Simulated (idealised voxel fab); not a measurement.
Process module name: voxel transistor to metal
For reference, the cross-section in this document is cut, with width 185 nm and square cells of 5 nm.
A cross-section is a grid of square cells, given in bands from the top down. A band is one or more rows of cells.
Per band: top height and bottom height in nm, followed by the left-to-right materials and their widths in nm; "edge to edge" marks a single material spanning edge to edge, "air" marks empty space.
Height reference: 0 = level under which incoming wafer is all one material. Lowest band: no bottom, runs on downward, e.g. "0 and below".
Width "30->40": first value at the band's top row of cells, second value at its bottom row, equal change from row to row.
The designation "changes: none", where it is given for a processing step, indicates that no cell of the cross-section was altered in the course of that step.
Closed-off voids of 8+ cells (no open route to the top) go in "Sealed-off cavities", written width x height at distance from the left edge, in nm.
Where a step's line continues beyond its settings, the continuation is a remark by the simulator itself on that step.
A step's line can hold "overlay nm"; with a mask on that step, the setting says how far right of the planned place the mask lay, while a negative setting says it lay to the left.

Steps planned for the process
step 1: RECEIVE | material Si
step 2: CONFORMAL_DEP | material SiO2 | thk nm 5
step 3: CONFORMAL_DEP | material SiN | thk nm 10
step 4: DIRECTIONAL_DEP | material aC | thk nm 10
step 5: PATTERN | tone cover | mask id ACTIVE | material resist | width nm 125 | thk nm 30 | overlay nm 0
step 6: DIRECTIONAL_ETCH | etch materials aC | depth nm 10
step 7: STRIP | etch materials resist
step 8: DIRECTIONAL_ETCH | etch materials SiN | depth nm 10
step 9: DIRECTIONAL_ETCH | etch materials SiO2 | depth nm 5
step 10: DIRECTIONAL_ETCH | etch materials Si | depth nm 20
step 11: STRIP | etch materials aC
step 12: FILL_DEP | material SiO2 | thk nm 10
step 13: CMP | height nm 15
step 14: SELECTIVE_ETCH | etch materials SiO2 | depth nm 5
step 15: STRIP | etch materials SiN
step 16: SELECTIVE_ETCH | etch materials SiO2 | depth nm 5
step 17: OXIDIZE | depth nm 5
step 18: DIRECTIONAL_DEP | material polySi | thk nm 30
step 19: DIRECTIONAL_DEP | material SiCN | thk nm 10
step 20: MASKED_ETCH | tone cover | mask id GATE | width nm 35 | etch materials SiCN | depth nm 20 | overlay nm 0
step 21: MASKED_ETCH | tone cover | mask id GATE | width nm 35 | etch materials polySi | depth nm 40 | overlay nm 0
step 22: CONFORMAL_DEP | material SiN | thk nm 10
step 23: DIRECTIONAL_ETCH | etch materials SiN | depth nm 10
step 24: DIRECTIONAL_ETCH | etch materials SiO2 | depth nm 5
step 25: DIRECTIONAL_ETCH | etch materials Si | depth nm 5
step 26: EPI | material SiGe | thk nm 5
step 27: FILL_DEP | material SiO2 | thk nm 5
step 28: CMP | height nm 30
step 29: STRIP | etch materials polySi
step 30: SELECTIVE_ETCH | etch materials SiO2 | depth nm 5
step 31: CONFORMAL_DEP | material HfO2 | thk nm 5
step 32: CONFORMAL_DEP | material TiN | thk nm 5
step 33: FILL_DEP | material W | thk nm 5
step 34: CMP | height nm 25
step 35: DIRECTIONAL_DEP | material SiO2 | thk nm 15
step 36: MASKED_ETCH | tone open | mask id CONTACT | width nm 20 | pitch nm 95 | etch materials SiO2 | depth nm 45 | overlay nm 0
step 37: CONFORMAL_DEP | material TiN | thk nm 5
step 38: FILL_DEP | material Ru | thk nm 5
step 39: CMP | height nm 40
step 40: CONFORMAL_DEP | material SiN | thk nm 5
step 41: DIRECTIONAL_DEP | material SiO2 | thk nm 15
step 42: PATTERN | tone open | mask id METAL_1 | material resist | width nm 20 | pitch nm 95 | thk nm 15 | overlay nm 0
step 43: DIRECTIONAL_ETCH | etch materials SiO2 | depth nm 15
step 44: DIRECTIONAL_ETCH | etch materials SiN | depth nm 5
step 45: STRIP | etch materials resist
step 46: CONFORMAL_DEP | material TiN | thk nm 5
step 47: FILL_DEP | material Cu | thk nm 10
step 48: CMP | height nm 60
step 49: CONFORMAL_DEP | material SiN | thk nm 5

Delivered wafer in cross-section: state after step 1
0 and below: Si edge to edge
Sealed-off cavities: none

Sectioned view, first of two wafers, at the close of the module, processed as intended in the plan
65 down to 60: SiN edge to edge
60 down to 45: SiO2 (35) / TiN (5) / Cu (10) / TiN (5) / SiO2 (75) / TiN (5) / Cu (10) / TiN (5) / SiO2 (35)
45 down to 40: SiN (35) / TiN (20) / SiN (75) / TiN (20) / SiN (35)
40 down to 25: SiO2 (35) / TiN (5) / Ru (10) / TiN (5) / SiO2 (75) / TiN (5) / Ru (10) / TiN (5) / SiO2 (35)
25 down to 5: SiO2 (35) / TiN (5) / Ru (10) / TiN (5) / SiO2 (10) / SiN (10) / HfO2 (5) / TiN (5) / W (15) / TiN (5) / HfO2 (5) / SiN (10) / SiO2 (10) / TiN (5) / Ru (10) / TiN (5) / SiO2 (35)
5 down to 0: SiO2 (25) / SiN (10) / TiN (10) / Ru (5) / TiN (5) / SiO2 (10) / SiN (10) / HfO2 (5) / TiN (25) / HfO2 (5) / SiN (10) / SiO2 (10) / TiN (5) / Ru (5) / TiN (10) / SiN (10) / SiO2 (25)
0 down to -5: SiO2 (35) / SiGe (5) / TiN (15) / SiO2 (5) / SiGe (5) / SiO2 (5) / HfO2 (45) / SiO2 (5) / SiGe (5) / SiO2 (5) / TiN (15) / SiGe (5) / SiO2 (35)
-5 down to -10: SiO2 (30) / Si (5) / SiGe (30) / Si (55) / SiGe (30) / Si (5) / SiO2 (30)
-10 down to -20: SiO2 (30) / Si (125) / SiO2 (30)
-20 and below: Si edge to edge
Sealed-off cavities: none

So this is wafer number two of the two, cut at the end of the module - it started where the first did and had the same plan, we just got one thing wrong running it
65 down to 60: SiN edge to edge
60 down to 45: SiO2 (35) / TiN (5) / Cu (10) / TiN (5) / SiO2 (75) / TiN (5) / Cu (10) / TiN (5) / SiO2 (35)
45 down to 40: SiN (35) / TiN (20) / SiN (75) / TiN (20) / SiN (35)
40 down to 25: SiO2 (35) / TiN (5) / Ru (10) / TiN (5) / SiO2 (75) / TiN (5) / Ru (10) / TiN (5) / SiO2 (35)
25 down to 15: SiO2 (35) / TiN (5->10) / Ru (10->5) / TiN (5) / SiO2 (10) / SiN (10) / HfO2 (5) / TiN (5) / W (15) / TiN (5) / HfO2 (5) / SiN (10) / SiO2 (10) / TiN (5) / Ru (10->5) / TiN (5->10) / SiO2 (35)
15 down to 10: SiO2 (40) / TiN (15) / SiO2 (10) / SiN (10) / HfO2 (5) / TiN (5) / W (15) / TiN (5) / HfO2 (5) / SiN (10) / SiO2 (10) / TiN (15) / SiO2 (40)
10 down to 5: SiO2 (65) / SiN (10) / HfO2 (5) / TiN (5) / W (15) / TiN (5) / HfO2 (5) / SiN (10) / SiO2 (65)
5 down to 0: SiO2 (25) / SiN (10) / SiO2 (30) / SiN (10) / HfO2 (5) / TiN (25) / HfO2 (5) / SiN (10) / SiO2 (30) / SiN (10) / SiO2 (25)
0 down to -5: SiO2 (35) / SiGe (5) / SiO2 (20) / SiGe (5) / SiO2 (5) / HfO2 (45) / SiO2 (5) / SiGe (5) / SiO2 (20) / SiGe (5) / SiO2 (35)
-5 down to -10: SiO2 (30) / Si (5) / SiGe (30) / Si (55) / SiGe (30) / Si (5) / SiO2 (30)
-10 down to -20: SiO2 (30) / Si (125) / SiO2 (30)
-20 and below: Si edge to edge
Sealed-off cavities: none
Plan not followed: plan steps 35 and 36 run swapped
at the end the second wafer has, in cells: Ru: 12 fewer | SiO2: 24 more | TiN: 12 fewer
